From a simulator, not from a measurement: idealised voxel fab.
This section sets out a process module, namely voxel self aligned vias.
In the cross-section labelled cut, the width is 220 nm and each square cell is 5 nm.
Cross-section layout: square cells on a grid; listed as bands, top to bottom; a band spans one or more cell rows. Quick guide to a band line: top height, bottom height (nm) up front; then every material left to right with its width in nm. Only one material and it's marked "throughout"? Then it fills the band edge to edge. And "air" just means empty space. The level at which height equals 0 is the one under which the wafer, as it arrives, is entirely one material. No lower edge exists for the bottom band, which continues downward and is notated as in "top 0, no bottom". A two-number width, for instance "30..40", indicates that the width is equal to the first number in the top row of the band and to the second number in the bottom row, and that it changes by a constant amount per row of cells. Reading "no change" for a step: not a cell of the cross-section changed in it. The entry "Fully closed voids" lists the empty spaces that cover at least 8 cells and have no open path to the top. Each is written as width x height at distance, where the distance is measured from the left edge and all three values are in nm. Note: text after step settings on the step line = simulator remark on that step. overlay nm: step with mask; distance mask lay right of planned place; negative value = left of planned place. Read the rest as pairs. Take the cross-section before one process step, then the cross-section after it, which shows only down to the lowest band that changed. Under the pair, find the step between them and its settings. Bear in mind that pairs may come from different runs of this module on the same starting wafer: link a pair to the pair above it only where its entry headed "Pre-processing view" says to.

PRE-PROCESSING VIEW
- top 55, bottom 35 = 25 SiO2; 40 air; 90 SiO2; 40 air; 25 SiO2
- top 35, bottom 30 = 25 SiO2; 40 air; 35 SiO2; 20 SiN; 35 SiO2; 40 air; 25 SiO2
- top 30, bottom 20 = 35 SiO2; 5 TiN; 10 Ru; 5 TiN; 45 SiO2; 5 TiN; 10 Ru; 5 TiN; 45 SiO2; 5 TiN; 10 Ru; 5 TiN; 35 SiO2
- top 20, bottom 15 = 35 SiO2; 20 TiN; 45 SiO2; 20 TiN; 45 SiO2; 20 TiN; 35 SiO2
- top 15, bottom 10 = SiCN throughout
- top 10, bottom 0 = SiO2 throughout
- top 0, no bottom = Si throughout
- Fully closed voids: none

POST-STEP CROSS-SECTION
- top 60, bottom 55 = 30 TiN; 30 air; 100 TiN; 30 air; 30 TiN
- top 55, bottom 35 = 25 SiO2; 5 TiN; 30 air; 5 TiN; 90 SiO2; 5 TiN; 30 air; 5 TiN; 25 SiO2
- top 35, bottom 30 = 25 SiO2; 40 TiN; 35 SiO2; 20 SiN; 35 SiO2; 40 TiN; 25 SiO2
- Everything below 30 is unchanged.
- Fully closed voids: none
Connecting step for the cross-sections above: CONFORMAL_DEP, material TiN, thk nm 5

Pre-processing view: The cross-section prior to this step is the one presented after the step of the pair immediately above.

POST-STEP CROSS-SECTION
- top 65, bottom 60 = Ru throughout
- top 60, bottom 55 = 30 TiN; 30 Ru; 100 TiN; 30 Ru; 30 TiN
- top 55, bottom 35 = 25 SiO2; 5 TiN; 30 Ru; 5 TiN; 90 SiO2; 5 TiN; 30 Ru; 5 TiN; 25 SiO2
- Everything below 35 is unchanged.
- Fully closed voids: none
Connecting step for the cross-sections above: FILL_DEP, material Ru, thk nm 5

Pre-processing view: The cross-section prior to this step is the one presented after the step of the pair immediately above.

POST-STEP CROSS-SECTION
- top 55, bottom 35 = 25 SiO2; 5 TiN; 30 Ru; 5 TiN; 90 SiO2; 5 TiN; 30 Ru; 5 TiN; 25 SiO2
- Everything below 35 is unchanged.
- Fully closed voids: none
Connecting step for the cross-sections above: CMP, height nm 55

Pre-processing view: The cross-section prior to this step is the one presented after the step of the pair immediately above.

POST-STEP CROSS-SECTION
- top 60, bottom 55 = SiN throughout
- Everything below 55 is unchanged.
- Fully closed voids: none
Connecting step for the cross-sections above: CONFORMAL_DEP, material SiN, thk nm 5

PRE-PROCESSING VIEW
- top 70, bottom 55 = aC throughout
- top 55, bottom 35 = SiO2 throughout
- top 35, bottom 30 = 35 SiO2; 20 SiN; 45 SiO2; 20 SiN; 45 SiO2; 20 SiN; 35 SiO2
- top 30, bottom 20 = 35 SiO2; 5 TiN; 10 Ru; 5 TiN; 45 SiO2; 5 TiN; 10 Ru; 5 TiN; 45 SiO2; 5 TiN; 10 Ru; 5 TiN; 35 SiO2
- top 20, bottom 15 = 35 SiO2; 20 TiN; 45 SiO2; 20 TiN; 45 SiO2; 20 TiN; 35 SiO2
- top 15, bottom 10 = SiCN throughout
- top 10, bottom 0 = SiO2 throughout
- top 0, no bottom = Si throughout
- Fully closed voids: none

POST-STEP CROSS-SECTION
- top 105, bottom 70 = 30 resist; 35 air; 95 resist; 35 air; 25 resist
- Everything below 70 is unchanged.
- Fully closed voids: none
Connecting step for the cross-sections above: PATTERN, tone open, mask id VIAS, material resist, width nm 35, pitch nm 130, thk nm 35, overlay nm 0

Pre-processing view: The cross-section prior to this step is the one presented after the step of the pair immediately above.

POST-STEP CROSS-SECTION
- top 90, bottom 70 = 30 resist; 35 air; 95 resist; 35 air; 25 resist
- top 70, bottom 55 = 30 aC; 35 air; 95 aC; 35 air; 25 aC
- Everything below 55 is unchanged.
- Fully closed voids: none
Connecting step for the cross-sections above: DIRECTIONAL_ETCH, etch materials aC, depth nm 15

Pre-processing view: The cross-section prior to this step is the one presented after the step of the pair immediately above.

POST-STEP CROSS-SECTION
- top 70, bottom 55 = 30 aC; 35 air; 95 aC; 35 air; 25 aC
- Everything below 55 is unchanged.
- Fully closed voids: none
Connecting step for the cross-sections above: STRIP, etch materials resist

Pre-processing view: The cross-section prior to this step is the one presented after the step of the pair immediately above.

POST-STEP CROSS-SECTION
- top 70, bottom 55 = 30 aC; 35 air; 95 aC; 35 air; 25 aC
- top 55, bottom 35 = 30 SiO2; 35 air; 95 SiO2; 35 air; 25 SiO2
- Everything below 35 is unchanged.
- Fully closed voids: none
Connecting step for the cross-sections above: DIRECTIONAL_ETCH, etch materials SiO2, depth nm 20

Pre-processing view: The cross-section prior to this step is the one presented after the step of the pair immediately above.

POST-STEP CROSS-SECTION
- top 70, bottom 55 = 30 aC; 35 air; 95 aC; 35 air; 25 aC
- top 55, bottom 35 = 30 SiO2; 35 air; 95 SiO2; 35 air; 25 SiO2
- top 35, bottom 30 = 35 SiO2; 20 air; 45 SiO2; 20 SiN; 45 SiO2; 20 air; 35 SiO2
- Everything below 30 is unchanged.
- Fully closed voids: none
Connecting step for the cross-sections above: DIRECTIONAL_ETCH, etch materials SiN, depth nm 5

Pre-processing view: The cross-section prior to this step is the one presented after the step of the pair immediately above.

POST-STEP CROSS-SECTION
- top 55, bottom 35 = 30 SiO2; 35 air; 95 SiO2; 35 air; 25 SiO2
- Everything below 35 is unchanged.
- Fully closed voids: none
Connecting step for the cross-sections above: STRIP, etch materials aC

Pre-processing view: The cross-section prior to this step is the one presented after the step of the pair immediately above.

POST-STEP CROSS-SECTION
- top 60, bottom 55 = 35 TiN; 25 air; 105 TiN; 25 air; 30 TiN
- top 55, bottom 40 = 30 SiO2; 5 TiN; 25 air; 5 TiN; 95 SiO2; 5 TiN; 25 air; 5 TiN; 25 SiO2
- top 40, bottom 35 = 30 SiO2; 10 TiN; 10 air; 15 TiN; 95 SiO2; 10 TiN; 10 air; 15 TiN; 25 SiO2
- top 35, bottom 30 = 35 SiO2; 20 TiN; 45 SiO2; 20 SiN; 45 SiO2; 20 TiN; 35 SiO2
- Everything below 30 is unchanged.
- Fully closed voids: none
Connecting step for the cross-sections above: CONFORMAL_DEP, material TiN, thk nm 5

Pre-processing view: The cross-section prior to this step is the one presented after the step of the pair immediately above.

POST-STEP CROSS-SECTION
- top 65, bottom 60 = Ru throughout
- top 60, bottom 55 = 35 TiN; 25 Ru; 105 TiN; 25 Ru; 30 TiN
- top 55, bottom 40 = 30 SiO2; 5 TiN; 25 Ru; 5 TiN; 95 SiO2; 5 TiN; 25 Ru; 5 TiN; 25 SiO2
- top 40, bottom 35 = 30 SiO2; 10 TiN; 10 Ru; 15 TiN; 95 SiO2; 10 TiN; 10 Ru; 15 TiN; 25 SiO2
- Everything below 35 is unchanged.
- Fully closed voids: none
Connecting step for the cross-sections above: FILL_DEP, material Ru, thk nm 5

Pre-processing view: The cross-section prior to this step is the one presented after the step of the pair immediately above.

POST-STEP CROSS-SECTION
- top 55, bottom 40 = 30 SiO2; 5 TiN; 25 Ru; 5 TiN; 95 SiO2; 5 TiN; 25 Ru; 5 TiN; 25 SiO2
- Everything below 40 is unchanged.
- Fully closed voids: none
Connecting step for the cross-sections above: CMP, height nm 55

Pre-processing view: The cross-section prior to this step is the one presented after the step of the pair immediately above.

POST-STEP CROSS-SECTION
- top 60, bottom 55 = SiN throughout
- Everything below 55 is unchanged.
- Fully closed voids: none
Connecting step for the cross-sections above: CONFORMAL_DEP, material SiN, thk nm 5

PRE-PROCESSING VIEW
- top 35, bottom 15 = SiO2 throughout
- top 15, bottom 10 = SiCN throughout
- top 10, bottom 0 = SiO2 throughout
- top 0, no bottom = Si throughout
- Fully closed voids: none

POST-STEP CROSS-SECTION
- top 35, bottom 15 = 45 SiO2; 20 air; 45 SiO2; 20 air; 45 SiO2; 20 air; 25 SiO2
- Everything below 15 is unchanged.
- Fully closed voids: none
Connecting step for the cross-sections above: MASKED_ETCH, tone open, mask id LINES, width nm 20, pitch nm 65, etch materials SiO2, depth nm 20, overlay nm 10

Pre-processing view: The cross-section prior to this step is the one presented after the step of the pair immediately above.

POST-STEP CROSS-SECTION
- top 40, bottom 35 = 50 TiN; 10 air; 55 TiN; 10 air; 55 TiN; 10 air; 30 TiN
- top 35, bottom 20 = 45 SiO2; 5 TiN; 10 air; 5 TiN; 45 SiO2; 5 TiN; 10 air; 5 TiN; 45 SiO2; 5 TiN; 10 air; 5 TiN; 25 SiO2
- top 20, bottom 15 = 45 SiO2; 20 TiN; 45 SiO2; 20 TiN; 45 SiO2; 20 TiN; 25 SiO2
- Everything below 15 is unchanged.
- Fully closed voids: none
Connecting step for the cross-sections above: CONFORMAL_DEP, material TiN, thk nm 5

Pre-processing view: The cross-section prior to this step is the one presented after the step of the pair immediately above.

POST-STEP CROSS-SECTION
- top 45, bottom 40 = Ru throughout
- top 40, bottom 35 = 50 TiN; 10 Ru; 55 TiN; 10 Ru; 55 TiN; 10 Ru; 30 TiN
- top 35, bottom 20 = 45 SiO2; 5 TiN; 10 Ru; 5 TiN; 45 SiO2; 5 TiN; 10 Ru; 5 TiN; 45 SiO2; 5 TiN; 10 Ru; 5 TiN; 25 SiO2
- Everything below 20 is unchanged.
- Fully closed voids: none
Connecting step for the cross-sections above: FILL_DEP, material Ru, thk nm 5

Pre-processing view: The cross-section prior to this step is the one presented after the step of the pair immediately above.

POST-STEP CROSS-SECTION
- top 35, bottom 20 = 45 SiO2; 5 TiN; 10 Ru; 5 TiN; 45 SiO2; 5 TiN; 10 Ru; 5 TiN; 45 SiO2; 5 TiN; 10 Ru; 5 TiN; 25 SiO2
- Everything below 20 is unchanged.
- Fully closed voids: none
Connecting step for the cross-sections above: CMP, height nm 35

Pre-processing view: The cross-section prior to this step is the one presented after the step of the pair immediately above.

POST-STEP CROSS-SECTION
- top 35, bottom 30 = 45 SiO2; 20 air; 45 SiO2; 20 air; 45 SiO2; 20 air; 25 SiO2
- Everything below 30 is unchanged.
- Fully closed voids: none
Connecting step for the cross-sections above: SELECTIVE_ETCH, etch materials W Ru TiN, depth nm 5

Pre-processing view: The cross-section prior to this step is the one presented after the step of the pair immediately above.

POST-STEP CROSS-SECTION
- top 40, bottom 35 = SiN throughout
- top 35, bottom 30 = 45 SiO2; 20 SiN; 45 SiO2; 20 SiN; 45 SiO2; 20 SiN; 25 SiO2
- Everything below 30 is unchanged.
- Fully closed voids: none
Connecting step for the cross-sections above: FILL_DEP, material SiN, thk nm 5

Pre-processing view: The cross-section prior to this step is the one presented after the step of the pair immediately above.

POST-STEP CROSS-SECTION
- top 35, bottom 30 = 45 SiO2; 20 SiN; 45 SiO2; 20 SiN; 45 SiO2; 20 SiN; 25 SiO2
- Everything below 30 is unchanged.
- Fully closed voids: none
Connecting step for the cross-sections above: CMP, height nm 35

Pre-processing view: The cross-section prior to this step is the one presented after the step of the pair immediately above.

POST-STEP CROSS-SECTION
- top 55, bottom 35 = SiO2 throughout
- Everything below 35 is unchanged.
- Fully closed voids: none
Connecting step for the cross-sections above: DIRECTIONAL_DEP, material SiO2, thk nm 20

Pre-processing view: The cross-section prior to this step is the one presented after the step of the pair immediately above.

POST-STEP CROSS-SECTION
- top 70, bottom 55 = aC throughout
- Everything below 55 is unchanged.
- Fully closed voids: none
Connecting step for the cross-sections above: DIRECTIONAL_DEP, material aC, thk nm 15

Pre-processing view: The cross-section prior to this step is the one presented after the step of the pair immediately above.

POST-STEP CROSS-SECTION
- top 105, bottom 70 = 25 resist; 40 air; 90 resist; 40 air; 25 resist
- Everything below 70 is unchanged.
- Fully closed voids: none
Connecting step for the cross-sections above: PATTERN, tone open, mask id VIAS, material resist, width nm 40, pitch nm 130, thk nm 35, overlay nm 0

Pre-processing view: The cross-section prior to this step is the one presented after the step of the pair immediately above.

POST-STEP CROSS-SECTION
- top 90, bottom 70 = 25 resist; 40 air; 90 resist; 40 air; 25 resist
- top 70, bottom 55 = 25 aC; 40 air; 90 aC; 40 air; 25 aC
- Everything below 55 is unchanged.
- Fully closed voids: none
Connecting step for the cross-sections above: DIRECTIONAL_ETCH, etch materials aC, depth nm 15

Pre-processing view: The cross-section prior to this step is the one presented after the step of the pair immediately above.

POST-STEP CROSS-SECTION
- top 70, bottom 55 = 25 aC; 40 air; 90 aC; 40 air; 25 aC
- Everything below 55 is unchanged.
- Fully closed voids: none
Connecting step for the cross-sections above: STRIP, etch materials resist

Pre-processing view: The cross-section prior to this step is the one presented after the step of the pair immediately above.

POST-STEP CROSS-SECTION
- top 70, bottom 55 = 25 aC; 40 air; 90 aC; 40 air; 25 aC
- top 55, bottom 35 = 25 SiO2; 40 air; 90 SiO2; 40 air; 25 SiO2
- Everything below 35 is unchanged.
- Fully closed voids: none
Connecting step for the cross-sections above: DIRECTIONAL_ETCH, etch materials SiO2, depth nm 20

Pre-processing view: The cross-section prior to this step is the one presented after the step of the pair immediately above.

POST-STEP CROSS-SECTION
- top 70, bottom 55 = 25 aC; 40 air; 90 aC; 40 air; 25 aC
- top 55, bottom 35 = 25 SiO2; 40 air; 90 SiO2; 40 air; 25 SiO2
- top 35, bottom 30 = 45 SiO2; 20 air; 45 SiO2; 20 SiN; 45 SiO2; 20 air; 25 SiO2
- Everything below 30 is unchanged.
- Fully closed voids: none
Connecting step for the cross-sections above: DIRECTIONAL_ETCH, etch materials SiN, depth nm 5

Pre-processing view: The cross-section prior to this step is the one presented after the step of the pair immediately above.

POST-STEP CROSS-SECTION
- top 55, bottom 35 = 25 SiO2; 40 air; 90 SiO2; 40 air; 25 SiO2
- Everything below 35 is unchanged.
- Fully closed voids: none
Connecting step for the cross-sections above: STRIP, etch materials aC

Pre-processing view: The cross-section prior to this step is the one presented after the step of the pair immediately above.

POST-STEP CROSS-SECTION
- top 60, bottom 55 = 30 TiN; 30 air; 100 TiN; 30 air; 30 TiN
- top 55, bottom 40 = 25 SiO2; 5 TiN; 30 air; 5 TiN; 90 SiO2; 5 TiN; 30 air; 5 TiN; 25 SiO2
- top 40, bottom 35 = 25 SiO2; 25 TiN; 10 air; 5 TiN; 90 SiO2; 25 TiN; 10 air; 5 TiN; 25 SiO2
- top 35, bottom 30 = 45 SiO2; 20 TiN; 45 SiO2; 20 SiN; 45 SiO2; 20 TiN; 25 SiO2
- Everything below 30 is unchanged.
- Fully closed voids: none
Connecting step for the cross-sections above: CONFORMAL_DEP, material TiN, thk nm 5

Pre-processing view: The cross-section prior to this step is the one presented after the step of the pair immediately above.

POST-STEP CROSS-SECTION
- top 65, bottom 60 = Ru throughout
- top 60, bottom 55 = 30 TiN; 30 Ru; 100 TiN; 30 Ru; 30 TiN
- top 55, bottom 40 = 25 SiO2; 5 TiN; 30 Ru; 5 TiN; 90 SiO2; 5 TiN; 30 Ru; 5 TiN; 25 SiO2
- top 40, bottom 35 = 25 SiO2; 25 TiN; 10 Ru; 5 TiN; 90 SiO2; 25 TiN; 10 Ru; 5 TiN; 25 SiO2
- Everything below 35 is unchanged.
- Fully closed voids: none
Connecting step for the cross-sections above: FILL_DEP, material Ru, thk nm 5

Pre-processing view: The cross-section prior to this step is the one presented after the step of the pair immediately above.

POST-STEP CROSS-SECTION
- top 55, bottom 40 = 25 SiO2; 5 TiN; 30 Ru; 5 TiN; 90 SiO2; 5 TiN; 30 Ru; 5 TiN; 25 SiO2
- Everything below 40 is unchanged.
- Fully closed voids: none
Connecting step for the cross-sections above: CMP, height nm 55

Pre-processing view: The cross-section prior to this step is the one presented after the step of the pair immediately above.

POST-STEP CROSS-SECTION
- top 60, bottom 55 = SiN throughout
- Everything below 55 is unchanged.
- Fully closed voids: none
Connecting step for the cross-sections above: CONFORMAL_DEP, material SiN, thk nm 5

PRE-PROCESSING VIEW
- top 35, bottom 15 = 35 SiO2; 20 air; 45 SiO2; 20 air; 45 SiO2; 20 air; 35 SiO2
- top 15, bottom 10 = SiCN throughout
- top 10, bottom 0 = SiO2 throughout
- top 0, no bottom = Si throughout
- Fully closed voids: none

POST-STEP CROSS-SECTION
- top 40, bottom 35 = 40 SiN; 10 air; 55 SiN; 10 air; 55 SiN; 10 air; 40 SiN
- top 35, bottom 20 = 35 SiO2; 5 SiN; 10 air; 5 SiN; 45 SiO2; 5 SiN; 10 air; 5 SiN; 45 SiO2; 5 SiN; 10 air; 5 SiN; 35 SiO2
- top 20, bottom 15 = 35 SiO2; 20 SiN; 45 SiO2; 20 SiN; 45 SiO2; 20 SiN; 35 SiO2
- Everything below 15 is unchanged.
- Fully closed voids: none
Connecting step for the cross-sections above: CONFORMAL_DEP, material SiN, thk nm 5

Pre-processing view: The cross-section prior to this step is the one presented after the step of the pair immediately above.

POST-STEP CROSS-SECTION
- top 45, bottom 40 = Ru throughout
- top 40, bottom 35 = 40 SiN; 10 Ru; 55 SiN; 10 Ru; 55 SiN; 10 Ru; 40 SiN
- top 35, bottom 20 = 35 SiO2; 5 SiN; 10 Ru; 5 SiN; 45 SiO2; 5 SiN; 10 Ru; 5 SiN; 45 SiO2; 5 SiN; 10 Ru; 5 SiN; 35 SiO2
- Everything below 20 is unchanged.
- Fully closed voids: none
Connecting step for the cross-sections above: FILL_DEP, material Ru, thk nm 5

Pre-processing view: The cross-section prior to this step is the one presented after the step of the pair immediately above.

POST-STEP CROSS-SECTION
- top 35, bottom 20 = 35 SiO2; 5 SiN; 10 Ru; 5 SiN; 45 SiO2; 5 SiN; 10 Ru; 5 SiN; 45 SiO2; 5 SiN; 10 Ru; 5 SiN; 35 SiO2
- Everything below 20 is unchanged.
- Fully closed voids: none
Connecting step for the cross-sections above: CMP, height nm 35

Pre-processing view: The cross-section prior to this step is the one presented after the step of the pair immediately above.

POST-STEP CROSS-SECTION
- top 35, bottom 30 = 35 SiO2; 5 SiN; 10 air; 5 SiN; 45 SiO2; 5 SiN; 10 air; 5 SiN; 45 SiO2; 5 SiN; 10 air; 5 SiN; 35 SiO2
- Everything below 30 is unchanged.
- Fully closed voids: none
Connecting step for the cross-sections above: SELECTIVE_ETCH, etch materials W Ru TiN, depth nm 5

Pre-processing view: The cross-section prior to this step is the one presented after the step of the pair immediately above.

POST-STEP CROSS-SECTION
- top 40, bottom 35 = SiN throughout
- top 35, bottom 30 = 35 SiO2; 20 SiN; 45 SiO2; 20 SiN; 45 SiO2; 20 SiN; 35 SiO2
- Everything below 30 is unchanged.
- Fully closed voids: none
Connecting step for the cross-sections above: FILL_DEP, material SiN, thk nm 5

Pre-processing view: The cross-section prior to this step is the one presented after the step of the pair immediately above.

POST-STEP CROSS-SECTION
- top 35, bottom 30 = 35 SiO2; 20 SiN; 45 SiO2; 20 SiN; 45 SiO2; 20 SiN; 35 SiO2
- Everything below 30 is unchanged.
- Fully closed voids: none
Connecting step for the cross-sections above: CMP, height nm 35

Pre-processing view: The cross-section prior to this step is the one presented after the step of the pair immediately above.

POST-STEP CROSS-SECTION
- top 55, bottom 35 = SiO2 throughout
- Everything below 35 is unchanged.
- Fully closed voids: none
Connecting step for the cross-sections above: DIRECTIONAL_DEP, material SiO2, thk nm 20

Pre-processing view: The cross-section prior to this step is the one presented after the step of the pair immediately above.

POST-STEP CROSS-SECTION
- top 70, bottom 55 = aC throughout
- Everything below 55 is unchanged.
- Fully closed voids: none
Connecting step for the cross-sections above: DIRECTIONAL_DEP, material aC, thk nm 15

Pre-processing view: The cross-section prior to this step is the one presented after the step of the pair immediately above.

POST-STEP CROSS-SECTION
- top 105, bottom 70 = 25 resist; 40 air; 90 resist; 40 air; 25 resist
- Everything below 70 is unchanged.
- Fully closed voids: none
Connecting step for the cross-sections above: PATTERN, tone open, mask id VIAS, material resist, width nm 40, pitch nm 130, thk nm 35, overlay nm 0

Pre-processing view: The cross-section prior to this step is the one presented after the step of the pair immediately above.

POST-STEP CROSS-SECTION
- top 90, bottom 70 = 25 resist; 40 air; 90 resist; 40 air; 25 resist
- top 70, bottom 55 = 25 aC; 40 air; 90 aC; 40 air; 25 aC
- Everything below 55 is unchanged.
- Fully closed voids: none
Connecting step for the cross-sections above: DIRECTIONAL_ETCH, etch materials aC, depth nm 15

Pre-processing view: The cross-section prior to this step is the one presented after the step of the pair immediately above.

POST-STEP CROSS-SECTION
- top 70, bottom 55 = 25 aC; 40 air; 90 aC; 40 air; 25 aC
- Everything below 55 is unchanged.
- Fully closed voids: none
Connecting step for the cross-sections above: STRIP, etch materials resist

Pre-processing view: The cross-section prior to this step is the one presented after the step of the pair immediately above.

POST-STEP CROSS-SECTION
- top 70, bottom 55 = 25 aC; 40 air; 90 aC; 40 air; 25 aC
- top 55, bottom 35 = 25 SiO2; 40 air; 90 SiO2; 40 air; 25 SiO2
- Everything below 35 is unchanged.
- Fully closed voids: none
Connecting step for the cross-sections above: DIRECTIONAL_ETCH, etch materials SiO2, depth nm 20

Pre-processing view: The cross-section prior to this step is the one presented after the step of the pair immediately above.

POST-STEP CROSS-SECTION
- top 70, bottom 55 = 25 aC; 40 air; 90 aC; 40 air; 25 aC
- top 55, bottom 35 = 25 SiO2; 40 air; 90 SiO2; 40 air; 25 SiO2
- top 35, bottom 30 = 35 SiO2; 20 air; 45 SiO2; 20 SiN; 45 SiO2; 20 air; 35 SiO2
- Everything below 30 is unchanged.
- Fully closed voids: none
Connecting step for the cross-sections above: DIRECTIONAL_ETCH, etch materials SiN, depth nm 5

Pre-processing view: The cross-section prior to this step is the one presented after the step of the pair immediately above.

POST-STEP CROSS-SECTION
- top 55, bottom 35 = 25 SiO2; 40 air; 90 SiO2; 40 air; 25 SiO2
- Everything below 35 is unchanged.
- Fully closed voids: none
Connecting step for the cross-sections above: STRIP, etch materials aC

Pre-processing view: The cross-section prior to this step is the one presented after the step of the pair immediately above.

POST-STEP CROSS-SECTION
- top 60, bottom 55 = 30 TiN; 30 air; 100 TiN; 30 air; 30 TiN
- top 55, bottom 40 = 25 SiO2; 5 TiN; 30 air; 5 TiN; 90 SiO2; 5 TiN; 30 air; 5 TiN; 25 SiO2
- top 40, bottom 35 = 25 SiO2; 15 TiN; 10 air; 15 TiN; 90 SiO2; 15 TiN; 10 air; 15 TiN; 25 SiO2
- top 35, bottom 30 = 35 SiO2; 20 TiN; 45 SiO2; 20 SiN; 45 SiO2; 20 TiN; 35 SiO2
- Everything below 30 is unchanged.
- Fully closed voids: none
Connecting step for the cross-sections above: CONFORMAL_DEP, material TiN, thk nm 5

Pre-processing view: The cross-section prior to this step is the one presented after the step of the pair immediately above.

POST-STEP CROSS-SECTION
- top 65, bottom 60 = Ru throughout
- top 60, bottom 55 = 30 TiN; 30 Ru; 100 TiN; 30 Ru; 30 TiN
- top 55, bottom 40 = 25 SiO2; 5 TiN; 30 Ru; 5 TiN; 90 SiO2; 5 TiN; 30 Ru; 5 TiN; 25 SiO2
- top 40, bottom 35 = 25 SiO2; 15 TiN; 10 Ru; 15 TiN; 90 SiO2; 15 TiN; 10 Ru; 15 TiN; 25 SiO2
- Everything below 35 is unchanged.
- Fully closed voids: none
Connecting step for the cross-sections above: FILL_DEP, material Ru, thk nm 5

Pre-processing view: The cross-section prior to this step is the one presented after the step of the pair immediately above.

POST-STEP CROSS-SECTION
- top 55, bottom 40 = 25 SiO2; 5 TiN; 30 Ru; 5 TiN; 90 SiO2; 5 TiN; 30 Ru; 5 TiN; 25 SiO2
- Everything below 40 is unchanged.
- Fully closed voids: none
Connecting step for the cross-sections above: CMP, height nm 55

Pre-processing view: The cross-section prior to this step is the one presented after the step of the pair immediately above.

POST-STEP CROSS-SECTION
- top 60, bottom 55 = SiN throughout
- Everything below 55 is unchanged.
- Fully closed voids: none
Connecting step for the cross-sections above: CONFORMAL_DEP, material SiN, thk nm 5

PRE-PROCESSING VIEW
- top 70, bottom 55 = aC throughout
- top 55, bottom 35 = SiO2 throughout
- top 35, bottom 30 = 35 SiO2; 20 SiN; 45 SiO2; 20 SiN; 45 SiO2; 20 SiN; 35 SiO2
- top 30, bottom 20 = 35 SiO2; 5 TiN; 10 Ru; 5 TiN; 45 SiO2; 5 TiN; 10 Ru; 5 TiN; 45 SiO2; 5 TiN; 10 Ru; 5 TiN; 35 SiO2
- top 20, bottom 15 = 35 SiO2; 20 TiN; 45 SiO2; 20 TiN; 45 SiO2; 20 TiN; 35 SiO2
- top 15, bottom 10 = SiCN throughout
- top 10, bottom 0 = SiO2 throughout
- top 0, no bottom = Si throughout
- Fully closed voids: none

POST-STEP CROSS-SECTION
- top 105, bottom 70 = 25 air; 40 resist; 90 air; 40 resist; 25 air
- Everything below 70 is unchanged.
- Fully closed voids: none
Connecting step for the cross-sections above: PATTERN, tone cover, mask id VIAS, material resist, width nm 40, pitch nm 130, thk nm 35, overlay nm 0

Pre-processing view: The cross-section prior to this step is the one presented after the step of the pair immediately above.

POST-STEP CROSS-SECTION
- top 90, bottom 70 = 25 air; 40 resist; 90 air; 40 resist; 25 air
- top 70, bottom 55 = 25 air; 40 aC; 90 air; 40 aC; 25 air
- Everything below 55 is unchanged.
- Fully closed voids: none
Connecting step for the cross-sections above: DIRECTIONAL_ETCH, etch materials aC, depth nm 15

Pre-processing view: The cross-section prior to this step is the one presented after the step of the pair immediately above.

POST-STEP CROSS-SECTION
- top 70, bottom 55 = 25 air; 40 aC; 90 air; 40 aC; 25 air
- Everything below 55 is unchanged.
- Fully closed voids: none
Connecting step for the cross-sections above: STRIP, etch materials resist

Pre-processing view: The cross-section prior to this step is the one presented after the step of the pair immediately above.

POST-STEP CROSS-SECTION
- top 70, bottom 55 = 25 air; 40 aC; 90 air; 40 aC; 25 air
- top 55, bottom 35 = 25 air; 40 SiO2; 90 air; 40 SiO2; 25 air
- Everything below 35 is unchanged.
- Fully closed voids: none
Connecting step for the cross-sections above: DIRECTIONAL_ETCH, etch materials SiO2, depth nm 20

Pre-processing view: The cross-section prior to this step is the one presented after the step of the pair immediately above.

POST-STEP CROSS-SECTION
- top 70, bottom 55 = 25 air; 40 aC; 90 air; 40 aC; 25 air
- top 55, bottom 35 = 25 air; 40 SiO2; 90 air; 40 SiO2; 25 air
- top 35, bottom 30 = 35 SiO2; 20 SiN; 45 SiO2; 20 air; 45 SiO2; 20 SiN; 35 SiO2
- Everything below 30 is unchanged.
- Fully closed voids: none
Connecting step for the cross-sections above: DIRECTIONAL_ETCH, etch materials SiN, depth nm 5

Pre-processing view: The cross-section prior to this step is the one presented after the step of the pair immediately above.

POST-STEP CROSS-SECTION
- top 55, bottom 35 = 25 air; 40 SiO2; 90 air; 40 SiO2; 25 air
- Everything below 35 is unchanged.
- Fully closed voids: none
Connecting step for the cross-sections above: STRIP, etch materials aC

Pre-processing view: The cross-section prior to this step is the one presented after the step of the pair immediately above.

POST-STEP CROSS-SECTION
- top 60, bottom 55 = 20 air; 50 TiN; 80 air; 50 TiN; 20 air
- top 55, bottom 40 = 20 air; 5 TiN; 40 SiO2; 5 TiN; 80 air; 5 TiN; 40 SiO2; 5 TiN; 20 air
- top 40, bottom 35 = 25 TiN; 40 SiO2; 40 TiN; 10 air; 40 TiN; 40 SiO2; 25 TiN
- top 35, bottom 30 = 35 SiO2; 20 SiN; 45 SiO2; 20 TiN; 45 SiO2; 20 SiN; 35 SiO2
- Everything below 30 is unchanged.
- Fully closed voids: none
Connecting step for the cross-sections above: CONFORMAL_DEP, material TiN, thk nm 5

Pre-processing view: The cross-section prior to this step is the one presented after the step of the pair immediately above.

POST-STEP CROSS-SECTION
- top 65, bottom 60 = Ru throughout
- top 60, bottom 55 = 20 Ru; 50 TiN; 80 Ru; 50 TiN; 20 Ru
- top 55, bottom 40 = 20 Ru; 5 TiN; 40 SiO2; 5 TiN; 80 Ru; 5 TiN; 40 SiO2; 5 TiN; 20 Ru
- top 40, bottom 35 = 25 TiN; 40 SiO2; 40 TiN; 10 Ru; 40 TiN; 40 SiO2; 25 TiN
- Everything below 35 is unchanged.
- Fully closed voids: none
Connecting step for the cross-sections above: FILL_DEP, material Ru, thk nm 5

Pre-processing view: The cross-section prior to this step is the one presented after the step of the pair immediately above.

POST-STEP CROSS-SECTION
- top 55, bottom 40 = 20 Ru; 5 TiN; 40 SiO2; 5 TiN; 80 Ru; 5 TiN; 40 SiO2; 5 TiN; 20 Ru
- Everything below 40 is unchanged.
- Fully closed voids: none
Connecting step for the cross-sections above: CMP, height nm 55

Pre-processing view: The cross-section prior to this step is the one presented after the step of the pair immediately above.

POST-STEP CROSS-SECTION
- top 60, bottom 55 = SiN throughout
- Everything below 55 is unchanged.
- Fully closed voids: none
Connecting step for the cross-sections above: CONFORMAL_DEP, material SiN, thk nm 5
